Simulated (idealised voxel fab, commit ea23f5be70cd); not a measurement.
Title: Process Module voxel capacitor over wiring
In the cross-section labelled cut, the width is 275 nm and each square cell is 5 nm.
Cross-section, as written here: a square-cell grid given band by band from the top down, where a band holds one or more rows of cells.
Heights first: top, then bottom, in nm. Then materials, left to right, each with a width in nm. "everywhere" on a single material: fills the band edge to edge. "blank": empty space.
A quick word on heights: they are counted from 0, and under that level the wafer as it came to us is one material throughout. The lowest band is different from the rest in having no bottom; it simply continues downward, written as in "z 0 and below".
When a width is written as two numbers, as in "30..40", the first number is the width in the top row of cells of the band and the second is the width in its bottom row, and the width changes by the same amount from each row to the next.
For the purposes of this document, the phrase "no modification" attached to a step denotes that no cell within the cross-section was modified by that step.
The label "Enclosed voids" introduces a list of the empty spaces, 8 cells or larger, that have no open way up to the top; each entry in it reads width x height at distance, where the distance is taken from the left edge and all three are stated in nm.
after a step's settings: what the simulator itself notes on the step
You can add "overlay nm" to a step's line. For a step with a mask, it describes how far the mask lay to the right of its planned position, and a negative number describes a lay to the left.
Layout of what follows: cross-section pairs, each bracketing one process step, the after cross-section shown only to the lowest band that changed, the step between and its settings noted under each pair. Pairs may originate in different runs of this module on the same starting wafer; a pair continues from the pair above only where its entry headed "Geometry before processing" says so.

Geometry before processing
    z 0 and below = Si everywhere
    Enclosed voids: none

Post-Process Section
    z 10 to 0 = SiO2 everywhere
    Heights below 0 show no change.
    Enclosed voids: none
Here is the step that sits between the two cross-sections above: CONFORMAL_DEP [material SiO2] [thk nm 10]

Geometry before processing: The prior state of this step coincides with the post-step cross-section of the pair just above.

Post-Process Section
    z 15 to 10 = TiN everywhere
    Heights below 10 show no change.
    Enclosed voids: none
Here is the step that sits between the two cross-sections above: DIRECTIONAL_DEP [material TiN] [thk nm 5]

Geometry before processing: The prior state of this step coincides with the post-step cross-section of the pair just above.

Post-Process Section
    z 35 to 15 = Ru everywhere
    Heights below 15 show no change.
    Enclosed voids: none
Here is the step that sits between the two cross-sections above: DIRECTIONAL_DEP [material Ru] [thk nm 20]

Geometry before processing: The prior state of this step coincides with the post-step cross-section of the pair just above.

Post-Process Section
    z 55 to 35 = blank=90  resist=20  blank=55  resist=20  blank=90
    Heights below 35 show no change.
    Enclosed voids: none
Here is the step that sits between the two cross-sections above: PATTERN [tone cover] [mask id METAL_1] [material resist] [width nm 20] [pitch nm 75] [thk nm 20] [overlay nm 0]

Geometry before processing: The prior state of this step coincides with the post-step cross-section of the pair just above.

Post-Process Section
    z 55 to 35 = blank=90  resist=20  blank=55  resist=20  blank=90
    z 35 to 15 = blank=90  Ru=20  blank=55  Ru=20  blank=90
    Heights below 15 show no change.
    Enclosed voids: none
Here is the step that sits between the two cross-sections above: DIRECTIONAL_ETCH [etch materials Ru] [depth nm 20]

Geometry before processing: The prior state of this step coincides with the post-step cross-section of the pair just above.

Post-Process Section
    z 55 to 35 = blank=90  resist=20  blank=55  resist=20  blank=90
    z 35 to 15 = blank=90  Ru=20  blank=55  Ru=20  blank=90
    z 15 to 10 = blank=90  TiN=20  blank=55  TiN=20  blank=90
    Heights below 10 show no change.
    Enclosed voids: none
Here is the step that sits between the two cross-sections above: DIRECTIONAL_ETCH [etch materials TiN] [depth nm 5]

Geometry before processing: The prior state of this step coincides with the post-step cross-section of the pair just above.

Post-Process Section
    z 35 to 15 = blank=90  Ru=20  blank=55  Ru=20  blank=90
    Heights below 15 show no change.
    Enclosed voids: none
Here is the step that sits between the two cross-sections above: STRIP [etch materials resist]

Geometry before processing: The prior state of this step coincides with the post-step cross-section of the pair just above.

Post-Process Section
    z 40 to 35 = blank=85  SiN=30  blank=45  SiN=30  blank=85
    z 35 to 15 = blank=85  SiN=5  Ru=20  SiN=5  blank=45  SiN=5  Ru=20  SiN=5  blank=85
    z 15 to 10 = SiN=90  TiN=20  SiN=55  TiN=20  SiN=90
    Heights below 10 show no change.
    Enclosed voids: none
Here is the step that sits between the two cross-sections above: CONFORMAL_DEP [material SiN] [thk nm 5]

Geometry before processing: The prior state of this step coincides with the post-step cross-section of the pair just above.

Post-Process Section
    z 45 to 40 = SiO2 everywhere
    z 40 to 35 = SiO2=85  SiN=30  SiO2=45  SiN=30  SiO2=85
    z 35 to 15 = SiO2=85  SiN=5  Ru=20  SiN=5  SiO2=45  SiN=5  Ru=20  SiN=5  SiO2=85
    Heights below 15 show no change.
    Enclosed voids: none
Here is the step that sits between the two cross-sections above: FILL_DEP [material SiO2] [thk nm 5]

Geometry before processing: The prior state of this step coincides with the post-step cross-section of the pair just above.

Post-Process Section
    z 35 to 15 = SiO2=85  SiN=5  Ru=20  SiN=5  SiO2=45  SiN=5  Ru=20  SiN=5  SiO2=85
    Heights below 15 show no change.
    Enclosed voids: none
Here is the step that sits between the two cross-sections above: CMP [height nm 35]

Geometry before processing: The prior state of this step coincides with the post-step cross-section of the pair just above.

Post-Process Section
    z 40 to 35 = SiCN everywhere
    Heights below 35 show no change.
    Enclosed voids: none
Here is the step that sits between the two cross-sections above: CONFORMAL_DEP [material SiCN] [thk nm 5]

Geometry before processing: The prior state of this step coincides with the post-step cross-section of the pair just above.

Post-Process Section
    z 55 to 40 = SiO2 everywhere
    Heights below 40 show no change.
    Enclosed voids: none
Here is the step that sits between the two cross-sections above: DIRECTIONAL_DEP [material SiO2] [thk nm 15]

Geometry before processing: The prior state of this step coincides with the post-step cross-section of the pair just above.

Post-Process Section
    z 70 to 55 = aC everywhere
    Heights below 55 show no change.
    Enclosed voids: none
Here is the step that sits between the two cross-sections above: DIRECTIONAL_DEP [material aC] [thk nm 15]

Geometry before processing: The prior state of this step coincides with the post-step cross-section of the pair just above.

Post-Process Section
    z 100 to 70 = resist=95  blank=15  resist=165
    Heights below 70 show no change.
    Enclosed voids: none
Here is the step that sits between the two cross-sections above: PATTERN [tone open] [mask id PLUG_1] [material resist] [width nm 15] [thk nm 30] [overlay nm 0]

Geometry before processing: The prior state of this step coincides with the post-step cross-section of the pair just above.

Post-Process Section
    z 85 to 70 = resist=95  blank=15  resist=165
    z 70 to 55 = aC=95  blank=15  aC=165
    Heights below 55 show no change.
    Enclosed voids: none
Here is the step that sits between the two cross-sections above: DIRECTIONAL_ETCH [etch materials aC] [depth nm 15]

Geometry before processing: The prior state of this step coincides with the post-step cross-section of the pair just above.

Post-Process Section
    z 70 to 55 = aC=95  blank=15  aC=165
    Heights below 55 show no change.
    Enclosed voids: none
Here is the step that sits between the two cross-sections above: STRIP [etch materials resist]

Geometry before processing: The prior state of this step coincides with the post-step cross-section of the pair just above.

Post-Process Section
    z 70 to 55 = aC=95  blank=15  aC=165
    z 55 to 40 = SiO2=95  blank=15  SiO2=165
    Heights below 40 show no change.
    Enclosed voids: none
Here is the step that sits between the two cross-sections above: DIRECTIONAL_ETCH [etch materials SiO2] [depth nm 15]

Geometry before processing: The prior state of this step coincides with the post-step cross-section of the pair just above.

Post-Process Section
    z 70 to 55 = aC=95  blank=15  aC=165
    z 55 to 40 = SiO2=95  blank=15  SiO2=165
    z 40 to 35 = SiCN=95  blank=15  SiCN=165
    Heights below 35 show no change.
    Enclosed voids: none
Here is the step that sits between the two cross-sections above: DIRECTIONAL_ETCH [etch materials SiCN] [depth nm 5]

Geometry before processing: The prior state of this step coincides with the post-step cross-section of the pair just above.

Post-Process Section
    z 55 to 40 = SiO2=95  blank=15  SiO2=165
    Heights below 40 show no change.
    Enclosed voids: none
Here is the step that sits between the two cross-sections above: STRIP [etch materials aC]

Geometry before processing: The prior state of this step coincides with the post-step cross-section of the pair just above.

Post-Process Section
    z 60 to 55 = TiN=100  blank=5  TiN=170
    z 55 to 40 = SiO2=95  TiN=5  blank=5  TiN=5  SiO2=165
    z 40 to 35 = SiCN=95  TiN=15  SiCN=165
    Heights below 35 show no change.
    Enclosed voids: none
Here is the step that sits between the two cross-sections above: CONFORMAL_DEP [material TiN] [thk nm 5]

Geometry before processing: The prior state of this step coincides with the post-step cross-section of the pair just above.

Post-Process Section
    z 65 to 60 = Ru everywhere
    z 60 to 55 = TiN=100  Ru=5  TiN=170
    z 55 to 40 = SiO2=95  TiN=5  Ru=5  TiN=5  SiO2=165
    Heights below 40 show no change.
    Enclosed voids: none
Here is the step that sits between the two cross-sections above: FILL_DEP [material Ru] [thk nm 5]

Geometry before processing: The prior state of this step coincides with the post-step cross-section of the pair just above.

Post-Process Section
    z 55 to 40 = SiO2=95  TiN=5  Ru=5  TiN=5  SiO2=165
    Heights below 40 show no change.
    Enclosed voids: none
Here is the step that sits between the two cross-sections above: CMP [height nm 55]

Geometry before processing: The prior state of this step coincides with the post-step cross-section of the pair just above.

Post-Process Section
    z 60 to 55 = TiN everywhere
    Heights below 55 show no change.
    Enclosed voids: none
Here is the step that sits between the two cross-sections above: DIRECTIONAL_DEP [material TiN] [thk nm 5]

Geometry before processing: The prior state of this step coincides with the post-step cross-section of the pair just above.

Post-Process Section
    z 65 to 60 = Al2O3 everywhere
    Heights below 60 show no change.
    Enclosed voids: none
Here is the step that sits between the two cross-sections above: DIRECTIONAL_DEP [material Al2O3] [thk nm 5]

Geometry before processing: The prior state of this step coincides with the post-step cross-section of the pair just above.

Post-Process Section
    z 70 to 65 = TiN everywhere
    Heights below 65 show no change.
    Enclosed voids: none
Here is the step that sits between the two cross-sections above: DIRECTIONAL_DEP [material TiN] [thk nm 5]

Geometry before processing: The prior state of this step coincides with the post-step cross-section of the pair just above.

Post-Process Section
    z 70 to 65 = blank=95  TiN=60  blank=120
    Heights below 65 show no change.
    Enclosed voids: none
Here is the step that sits between the two cross-sections above: MASKED_ETCH [tone cover] [mask id UPPER_PLATE] [width nm 60] [etch materials TiN] [depth nm 5] [overlay nm 0]

Geometry before processing: The prior state of this step coincides with the post-step cross-section of the pair just above.

Post-Process Section
    z 70 to 65 = blank=95  TiN=60  blank=120
    z 65 to 60 = blank=95  Al2O3=60  blank=120
    Heights below 60 show no change.
    Enclosed voids: none
Here is the step that sits between the two cross-sections above: MASKED_ETCH [tone cover] [mask id UPPER_PLATE] [width nm 60] [etch materials Al2O3] [depth nm 5] [overlay nm 0]

Geometry before processing: The prior state of this step coincides with the post-step cross-section of the pair just above.

Post-Process Section
    z 85 to 70 = blank=90  resist=70  blank=115
    z 70 to 65 = blank=90  resist=5  TiN=60  resist=5  blank=115
    z 65 to 60 = blank=90  resist=5  Al2O3=60  resist=5  blank=115
    Heights below 60 show no change.
    Enclosed voids: none
Here is the step that sits between the two cross-sections above: PATTERN [tone cover] [mask id LOWER_PLATE] [material resist] [width nm 70] [thk nm 15] [overlay nm 0]

Geometry before processing: The prior state of this step coincides with the post-step cross-section of the pair just above.

Post-Process Section
    z 85 to 70 = blank=90  resist=70  blank=115
    z 70 to 65 = blank=90  resist=5  TiN=60  resist=5  blank=115
    z 65 to 60 = blank=90  resist=5  Al2O3=60  resist=5  blank=115
    z 60 to 55 = blank=90  TiN=70  blank=115
    Heights below 55 show no change.
    Enclosed voids: none
Here is the step that sits between the two cross-sections above: DIRECTIONAL_ETCH [etch materials TiN] [depth nm 5]

Geometry before processing: The prior state of this step coincides with the post-step cross-section of the pair just above.

Post-Process Section
    z 70 to 65 = blank=95  TiN=60  blank=120
    z 65 to 60 = blank=95  Al2O3=60  blank=120
    Heights below 60 show no change.
    Enclosed voids: none
Here is the step that sits between the two cross-sections above: STRIP [etch materials resist]

Geometry before processing: The prior state of this step coincides with the post-step cross-section of the pair just above.

Post-Process Section
    z 85 to 70 = SiO2 everywhere
    z 70 to 65 = SiO2=95  TiN=60  SiO2=120
    z 65 to 60 = SiO2=95  Al2O3=60  SiO2=120
    z 60 to 55 = SiO2=90  TiN=70  SiO2=115
    Heights below 55 show no change.
    Enclosed voids: none
Here is the step that sits between the two cross-sections above: FILL_DEP [material SiO2] [thk nm 15]

Geometry before processing: The prior state of this step coincides with the post-step cross-section of the pair just above.

Post-Process Section
    z 80 to 70 = SiO2 everywhere
    Heights below 70 show no change.
    Enclosed voids: none
Here is the step that sits between the two cross-sections above: CMP [height nm 80]

Geometry before processing: The prior state of this step coincides with the post-step cross-section of the pair just above.

Post-Process Section
    z 100 to 80 = resist=105  blank=15  resist=155
    Heights below 80 show no change.
    Enclosed voids: none
Here is the step that sits between the two cross-sections above: PATTERN [tone open] [mask id PLUG_2] [material resist] [width nm 15] [thk nm 20] [overlay nm 0]

Geometry before processing: The prior state of this step coincides with the post-step cross-section of the pair just above.

Post-Process Section
    z 100 to 80 = resist=105  blank=15  resist=155
    z 80 to 70 = SiO2=105  blank=15  SiO2=155
    Heights below 70 show no change.
    Enclosed voids: none
Here is the step that sits between the two cross-sections above: DIRECTIONAL_ETCH [etch materials SiO2] [depth nm 10]

Geometry before processing: The prior state of this step coincides with the post-step cross-section of the pair just above.

Post-Process Section
    z 80 to 70 = SiO2=105  blank=15  SiO2=155
    Heights below 70 show no change.
    Enclosed voids: none
Here is the step that sits between the two cross-sections above: STRIP [etch materials resist]

Geometry before processing: The prior state of this step coincides with the post-step cross-section of the pair just above.

Post-Process Section
    z 85 to 80 = TiN=110  blank=5  TiN=160
    z 80 to 75 = SiO2=105  TiN=5  blank=5  TiN=5  SiO2=155
    z 75 to 65 = SiO2=105..95  TiN=15..60  SiO2=155..120
    Heights below 65 show no change.
    Enclosed voids: none
Here is the step that sits between the two cross-sections above: CONFORMAL_DEP [material TiN] [thk nm 5]

Geometry before processing: The prior state of this step coincides with the post-step cross-section of the pair just above.

Post-Process Section
    z 90 to 85 = Ru everywhere
    z 85 to 80 = TiN=110  Ru=5  TiN=160
    z 80 to 75 = SiO2=105  TiN=5  Ru=5  TiN=5  SiO2=155
    Heights below 75 show no change.
    Enclosed voids: none
Here is the step that sits between the two cross-sections above: FILL_DEP [material Ru] [thk nm 5]

Geometry before processing: The prior state of this step coincides with the post-step cross-section of the pair just above.

Post-Process Section
    z 80 to 75 = SiO2=105  TiN=5  Ru=5  TiN=5  SiO2=155
    Heights below 75 show no change.
    Enclosed voids: none
Here is the step that sits between the two cross-sections above: CMP [height nm 80]

Geometry before processing: The prior state of this step coincides with the post-step cross-section of the pair just above.

Post-Process Section
    z 85 to 80 = SiCN everywhere
    Heights below 80 show no change.
    Enclosed voids: none
Here is the step that sits between the two cross-sections above: CONFORMAL_DEP [material SiCN] [thk nm 5]

Geometry before processing
    z 65 to 60 = Al2O3 everywhere
    z 60 to 55 = TiN everywhere
    z 55 to 40 = SiO2=95  TiN=5  Ru=5  TiN=5  SiO2=165
    z 40 to 35 = SiCN=95  TiN=15  SiCN=165
    z 35 to 15 = SiO2=85  SiN=5  Ru=20  SiN=5  SiO2=45  SiN=5  Ru=20  SiN=5  SiO2=85
    z 15 to 10 = SiN=90  TiN=20  SiN=55  TiN=20  SiN=90
    z 10 to 0 = SiO2 everywhere
    z 0 and below = Si everywhere
    Enclosed voids: none

Post-Process Section
    z 65 to 60 = blank=95  Al2O3=60  blank=120
    Heights below 60 show no change.
    Enclosed voids: none
Here is the step that sits between the two cross-sections above: MASKED_ETCH [tone cover] [mask id UPPER_PLATE] [width nm 60] [etch materials Al2O3] [depth nm 5] [overlay nm 0]

Geometry before processing: The prior state of this step coincides with the post-step cross-section of the pair just above.

Post-Process Section
    z 80 to 65 = blank=90  resist=70  blank=115
    z 65 to 60 = blank=90  resist=5  Al2O3=60  resist=5  blank=115
    Heights below 60 show no change.
    Enclosed voids: none
Here is the step that sits between the two cross-sections above: PATTERN [tone cover] [mask id LOWER_PLATE] [material resist] [width nm 70] [thk nm 15] [overlay nm 0]

Geometry before processing: The prior state of this step coincides with the post-step cross-section of the pair just above.

Post-Process Section
    z 80 to 65 = blank=90  resist=70  blank=115
    z 65 to 60 = blank=90  resist=5  Al2O3=60  resist=5  blank=115
    z 60 to 55 = blank=90  TiN=70  blank=115
    Heights below 55 show no change.
    Enclosed voids: none
Here is the step that sits between the two cross-sections above: DIRECTIONAL_ETCH [etch materials TiN] [depth nm 5]

Geometry before processing: The prior state of this step coincides with the post-step cross-section of the pair just above.

Post-Process Section
    z 65 to 60 = blank=95  Al2O3=60  blank=120
    Heights below 60 show no change.
    Enclosed voids: none
Here is the step that sits between the two cross-sections above: STRIP [etch materials resist]

Geometry before processing: The prior state of this step coincides with the post-step cross-section of the pair just above.

Post-Process Section
    z 80 to 65 = SiO2 everywhere
    z 65 to 60 = SiO2=95  Al2O3=60  SiO2=120
    z 60 to 55 = SiO2=90  TiN=70  SiO2=115
    Heights below 55 show no change.
    Enclosed voids: none
Here is the step that sits between the two cross-sections above: FILL_DEP [material SiO2] [thk nm 15]

Geometry before processing: The prior state of this step coincides with the post-step cross-section of the pair just above.

Post-Process Section
    z 100 to 80 = resist=105  blank=15  resist=155
    Heights below 80 show no change.
    Enclosed voids: none
Here is the step that sits between the two cross-sections above: PATTERN [tone open] [mask id PLUG_2] [material resist] [width nm 15] [thk nm 20] [overlay nm 0]

Geometry before processing: The prior state of this step coincides with the post-step cross-section of the pair just above.

Post-Process Section
    z 100 to 80 = resist=105  blank=15  resist=155
    z 80 to 70 = SiO2=105  blank=15  SiO2=155
    Heights below 70 show no change.
    Enclosed voids: none
Here is the step that sits between the two cross-sections above: DIRECTIONAL_ETCH [etch materials SiO2] [depth nm 10]

Geometry before processing: The prior state of this step coincides with the post-step cross-section of the pair just above.

Post-Process Section
    z 80 to 70 = SiO2=105  blank=15  SiO2=155
    Heights below 70 show no change.
    Enclosed voids: none
Here is the step that sits between the two cross-sections above: STRIP [etch materials resist]

Geometry before processing: The prior state of this step coincides with the post-step cross-section of the pair just above.

Post-Process Section
    z 85 to 80 = TiN=110  blank=5  TiN=160
    z 80 to 75 = SiO2=105  TiN=5  blank=5  TiN=5  SiO2=155
    z 75 to 70 = SiO2=105  TiN=15  SiO2=155
    Heights below 70 show no change.
    Enclosed voids: none
Here is the step that sits between the two cross-sections above: CONFORMAL_DEP [material TiN] [thk nm 5]

Geometry before processing: The prior state of this step coincides with the post-step cross-section of the pair just above.

Post-Process Section
    z 90 to 85 = Ru everywhere
    z 85 to 80 = TiN=110  Ru=5  TiN=160
    z 80 to 75 = SiO2=105  TiN=5  Ru=5  TiN=5  SiO2=155
    Heights below 75 show no change.
    Enclosed voids: none
Here is the step that sits between the two cross-sections above: FILL_DEP [material Ru] [thk nm 5]

Geometry before processing: The prior state of this step coincides with the post-step cross-section of the pair just above.

Post-Process Section
    z 80 to 75 = SiO2=105  TiN=5  Ru=5  TiN=5  SiO2=155
    Heights below 75 show no change.
    Enclosed voids: none
Here is the step that sits between the two cross-sections above: CMP [height nm 80]

Geometry before processing: The prior state of this step coincides with the post-step cross-section of the pair just above.

Post-Process Section
    z 85 to 80 = SiCN everywhere
    Heights below 80 show no change.
    Enclosed voids: none
Here is the step that sits between the two cross-sections above: CONFORMAL_DEP [material SiCN] [thk nm 5]

Geometry before processing
    z 0 and below = Si everywhere
    Enclosed voids: none

Post-Process Section
    z 5 to 0 = TiN everywhere
    Heights below 0 show no change.
    Enclosed voids: none
Here is the step that sits between the two cross-sections above: DIRECTIONAL_DEP [material TiN] [thk nm 5]

Geometry before processing: The prior state of this step coincides with the post-step cross-section of the pair just above.

Post-Process Section
    z 15 to 5 = SiO2 everywhere
    Heights below 5 show no change.
    Enclosed voids: none
Here is the step that sits between the two cross-sections above: CONFORMAL_DEP [material SiO2] [thk nm 10]

Geometry before processing: The prior state of this step coincides with the post-step cross-section of the pair just above.

Post-Process Section
    z 35 to 15 = Ru everywhere
    Heights below 15 show no change.
    Enclosed voids: none
Here is the step that sits between the two cross-sections above: DIRECTIONAL_DEP [material Ru] [thk nm 20]

Geometry before processing: The prior state of this step coincides with the post-step cross-section of the pair just above.

Post-Process Section
    z 55 to 35 = blank=90  resist=20  blank=55  resist=20  blank=90
    Heights below 35 show no change.
    Enclosed voids: none
Here is the step that sits between the two cross-sections above: PATTERN [tone cover] [mask id METAL_1] [material resist] [width nm 20] [pitch nm 75] [thk nm 20] [overlay nm 0]

Geometry before processing: The prior state of this step coincides with the post-step cross-section of the pair just above.

Post-Process Section
    z 55 to 35 = blank=90  resist=20  blank=55  resist=20  blank=90
    z 35 to 15 = blank=90  Ru=20  blank=55  Ru=20  blank=90
    Heights below 15 show no change.
    Enclosed voids: none
Here is the step that sits between the two cross-sections above: DIRECTIONAL_ETCH [etch materials Ru] [depth nm 20]

Geometry before processing: The prior state of this step coincides with the post-step cross-section of the pair just above.

Post-Process Section
    z 35 to 15 = blank=90  Ru=20  blank=55  Ru=20  blank=90
    Heights below 15 show no change.
    Enclosed voids: none
Here is the step that sits between the two cross-sections above: STRIP [etch materials resist]

Geometry before processing: The prior state of this step coincides with the post-step cross-section of the pair just above.

Post-Process Section
    z 40 to 35 = blank=85  SiN=30  blank=45  SiN=30  blank=85
    z 35 to 20 = blank=85  SiN=5  Ru=20  SiN=5  blank=45  SiN=5  Ru=20  SiN=5  blank=85
    z 20 to 15 = SiN=90  Ru=20  SiN=55  Ru=20  SiN=90
    Heights below 15 show no change.
    Enclosed voids: none
Here is the step that sits between the two cross-sections above: CONFORMAL_DEP [material SiN] [thk nm 5]

Geometry before processing: The prior state of this step coincides with the post-step cross-section of the pair just above.

Post-Process Section
    z 45 to 40 = SiO2 everywhere
    z 40 to 35 = SiO2=85  SiN=30  SiO2=45  SiN=30  SiO2=85
    z 35 to 20 = SiO2=85  SiN=5  Ru=20  SiN=5  SiO2=45  SiN=5  Ru=20  SiN=5  SiO2=85
    Heights below 20 show no change.
    Enclosed voids: none
Here is the step that sits between the two cross-sections above: FILL_DEP [material SiO2] [thk nm 5]

Geometry before processing: The prior state of this step coincides with the post-step cross-section of the pair just above.

Post-Process Section
    z 35 to 20 = SiO2=85  SiN=5  Ru=20  SiN=5  SiO2=45  SiN=5  Ru=20  SiN=5  SiO2=85
    Heights below 20 show no change.
    Enclosed voids: none
Here is the step that sits between the two cross-sections above: CMP [height nm 35]

Geometry before processing: The prior state of this step coincides with the post-step cross-section of the pair just above.

Post-Process Section
    z 40 to 35 = SiCN everywhere
    Heights below 35 show no change.
    Enclosed voids: none
Here is the step that sits between the two cross-sections above: CONFORMAL_DEP [material SiCN] [thk nm 5]

Geometry before processing: The prior state of this step coincides with the post-step cross-section of the pair just above.

Post-Process Section
    z 55 to 40 = SiO2 everywhere
    Heights below 40 show no change.
    Enclosed voids: none
Here is the step that sits between the two cross-sections above: DIRECTIONAL_DEP [material SiO2] [thk nm 15]

Geometry before processing: The prior state of this step coincides with the post-step cross-section of the pair just above.

Post-Process Section
    z 70 to 55 = aC everywhere
    Heights below 55 show no change.
    Enclosed voids: none
Here is the step that sits between the two cross-sections above: DIRECTIONAL_DEP [material aC] [thk nm 15]

Geometry before processing: The prior state of this step coincides with the post-step cross-section of the pair just above.

Post-Process Section
    z 100 to 70 = resist=95  blank=15  resist=165
    Heights below 70 show no change.
    Enclosed voids: none
Here is the step that sits between the two cross-sections above: PATTERN [tone open] [mask id PLUG_1] [material resist] [width nm 15] [thk nm 30] [overlay nm 0]

Geometry before processing: The prior state of this step coincides with the post-step cross-section of the pair just above.

Post-Process Section
    z 85 to 70 = resist=95  blank=15  resist=165
    z 70 to 55 = aC=95  blank=15  aC=165
    Heights below 55 show no change.
    Enclosed voids: none
Here is the step that sits between the two cross-sections above: DIRECTIONAL_ETCH [etch materials aC] [depth nm 15]

Geometry before processing: The prior state of this step coincides with the post-step cross-section of the pair just above.

Post-Process Section
    z 70 to 55 = aC=95  blank=15  aC=165
    Heights below 55 show no change.
    Enclosed voids: none
Here is the step that sits between the two cross-sections above: STRIP [etch materials resist]

Geometry before processing: The prior state of this step coincides with the post-step cross-section of the pair just above.

Post-Process Section
    z 70 to 55 = aC=95  blank=15  aC=165
    z 55 to 40 = SiO2=95  blank=15  SiO2=165
    Heights below 40 show no change.
    Enclosed voids: none
Here is the step that sits between the two cross-sections above: DIRECTIONAL_ETCH [etch materials SiO2] [depth nm 15]

Geometry before processing: The prior state of this step coincides with the post-step cross-section of the pair just above.

Post-Process Section
    z 70 to 55 = aC=95  blank=15  aC=165
    z 55 to 40 = SiO2=95  blank=15  SiO2=165
    z 40 to 35 = SiCN=95  blank=15  SiCN=165
    Heights below 35 show no change.
    Enclosed voids: none
Here is the step that sits between the two cross-sections above: DIRECTIONAL_ETCH [etch materials SiCN] [depth nm 5]

Geometry before processing: The prior state of this step coincides with the post-step cross-section of the pair just above.

Post-Process Section
    z 55 to 40 = SiO2=95  blank=15  SiO2=165
    Heights below 40 show no change.
    Enclosed voids: none
Here is the step that sits between the two cross-sections above: STRIP [etch materials aC]

Geometry before processing: The prior state of this step coincides with the post-step cross-section of the pair just above.

Post-Process Section
    z 60 to 55 = TiN=100  blank=5  TiN=170
    z 55 to 40 = SiO2=95  TiN=5  blank=5  TiN=5  SiO2=165
    z 40 to 35 = SiCN=95  TiN=15  SiCN=165
    Heights below 35 show no change.
    Enclosed voids: none
Here is the step that sits between the two cross-sections above: CONFORMAL_DEP [material TiN] [thk nm 5]

Geometry before processing: The prior state of this step coincides with the post-step cross-section of the pair just above.

Post-Process Section
    z 65 to 60 = Ru everywhere
    z 60 to 55 = TiN=100  Ru=5  TiN=170
    z 55 to 40 = SiO2=95  TiN=5  Ru=5  TiN=5  SiO2=165
    Heights below 40 show no change.
    Enclosed voids: none
Here is the step that sits between the two cross-sections above: FILL_DEP [material Ru] [thk nm 5]

Geometry before processing: The prior state of this step coincides with the post-step cross-section of the pair just above.

Post-Process Section
    z 55 to 40 = SiO2=95  TiN=5  Ru=5  TiN=5  SiO2=165
    Heights below 40 show no change.
    Enclosed voids: none
Here is the step that sits between the two cross-sections above: CMP [height nm 55]

Geometry before processing: The prior state of this step coincides with the post-step cross-section of the pair just above.

Post-Process Section
    z 60 to 55 = TiN everywhere
    Heights below 55 show no change.
    Enclosed voids: none
Here is the step that sits between the two cross-sections above: DIRECTIONAL_DEP [material TiN] [thk nm 5]

Geometry before processing: The prior state of this step coincides with the post-step cross-section of the pair just above.

Post-Process Section
    z 65 to 60 = Al2O3 everywhere
    Heights below 60 show no change.
    Enclosed voids: none
Here is the step that sits between the two cross-sections above: DIRECTIONAL_DEP [material Al2O3] [thk nm 5]

Geometry before processing: The prior state of this step coincides with the post-step cross-section of the pair just above.

Post-Process Section
    z 70 to 65 = TiN everywhere
    Heights below 65 show no change.
    Enclosed voids: none
Here is the step that sits between the two cross-sections above: DIRECTIONAL_DEP [material TiN] [thk nm 5]

Geometry before processing: The prior state of this step coincides with the post-step cross-section of the pair just above.

Post-Process Section
    z 70 to 65 = blank=95  TiN=60  blank=120
    Heights below 65 show no change.
    Enclosed voids: none
Here is the step that sits between the two cross-sections above: MASKED_ETCH [tone cover] [mask id UPPER_PLATE] [width nm 60] [etch materials TiN] [depth nm 5] [overlay nm 0]

Geometry before processing: The prior state of this step coincides with the post-step cross-section of the pair just above.

Post-Process Section
    z 70 to 65 = blank=95  TiN=60  blank=120
    z 65 to 60 = blank=95  Al2O3=60  blank=120
    Heights below 60 show no change.
    Enclosed voids: none
Here is the step that sits between the two cross-sections above: MASKED_ETCH [tone cover] [mask id UPPER_PLATE] [width nm 60] [etch materials Al2O3] [depth nm 5] [overlay nm 0]

Geometry before processing: The prior state of this step coincides with the post-step cross-section of the pair just above.

Post-Process Section
    z 85 to 70 = blank=90  resist=70  blank=115
    z 70 to 65 = blank=90  resist=5  TiN=60  resist=5  blank=115
    z 65 to 60 = blank=90  resist=5  Al2O3=60  resist=5  blank=115
    Heights below 60 show no change.
    Enclosed voids: none
Here is the step that sits between the two cross-sections above: PATTERN [tone cover] [mask id LOWER_PLATE] [material resist] [width nm 70] [thk nm 15] [overlay nm 0]

Geometry before processing: The prior state of this step coincides with the post-step cross-section of the pair just above.

Post-Process Section
    z 85 to 70 = blank=90  resist=70  blank=115
    z 70 to 65 = blank=90  resist=5  TiN=60  resist=5  blank=115
    z 65 to 60 = blank=90  resist=5  Al2O3=60  resist=5  blank=115
    z 60 to 55 = blank=90  TiN=70  blank=115
    Heights below 55 show no change.
    Enclosed voids: none
Here is the step that sits between the two cross-sections above: DIRECTIONAL_ETCH [etch materials TiN] [depth nm 5]

Geometry before processing: The prior state of this step coincides with the post-step cross-section of the pair just above.

Post-Process Section
    z 70 to 65 = blank=95  TiN=60  blank=120
    z 65 to 60 = blank=95  Al2O3=60  blank=120
    Heights below 60 show no change.
    Enclosed voids: none
Here is the step that sits between the two cross-sections above: STRIP [etch materials resist]

Geometry before processing: The prior state of this step coincides with the post-step cross-section of the pair just above.

Post-Process Section
    z 85 to 70 = SiO2 everywhere
    z 70 to 65 = SiO2=95  TiN=60  SiO2=120
    z 65 to 60 = SiO2=95  Al2O3=60  SiO2=120
    z 60 to 55 = SiO2=90  TiN=70  SiO2=115
    Heights below 55 show no change.
    Enclosed voids: none
Here is the step that sits between the two cross-sections above: FILL_DEP [material SiO2] [thk nm 15]

Geometry before processing: The prior state of this step coincides with the post-step cross-section of the pair just above.

Post-Process Section
    z 80 to 70 = SiO2 everywhere
    Heights below 70 show no change.
    Enclosed voids: none
Here is the step that sits between the two cross-sections above: CMP [height nm 80]

Geometry before processing: The prior state of this step coincides with the post-step cross-section of the pair just above.

Post-Process Section
    z 100 to 80 = resist=105  blank=15  resist=155
    Heights below 80 show no change.
    Enclosed voids: none
Here is the step that sits between the two cross-sections above: PATTERN [tone open] [mask id PLUG_2] [material resist] [width nm 15] [thk nm 20] [overlay nm 0]

Geometry before processing: The prior state of this step coincides with the post-step cross-section of the pair just above.

Post-Process Section
    z 100 to 80 = resist=105  blank=15  resist=155
    z 80 to 70 = SiO2=105  blank=15  SiO2=155
    Heights below 70 show no change.
    Enclosed voids: none
Here is the step that sits between the two cross-sections above: DIRECTIONAL_ETCH [etch materials SiO2] [depth nm 10]

Geometry before processing: The prior state of this step coincides with the post-step cross-section of the pair just above.

Post-Process Section
    z 80 to 70 = SiO2=105  blank=15  SiO2=155
    Heights below 70 show no change.
    Enclosed voids: none
Here is the step that sits between the two cross-sections above: STRIP [etch materials resist]
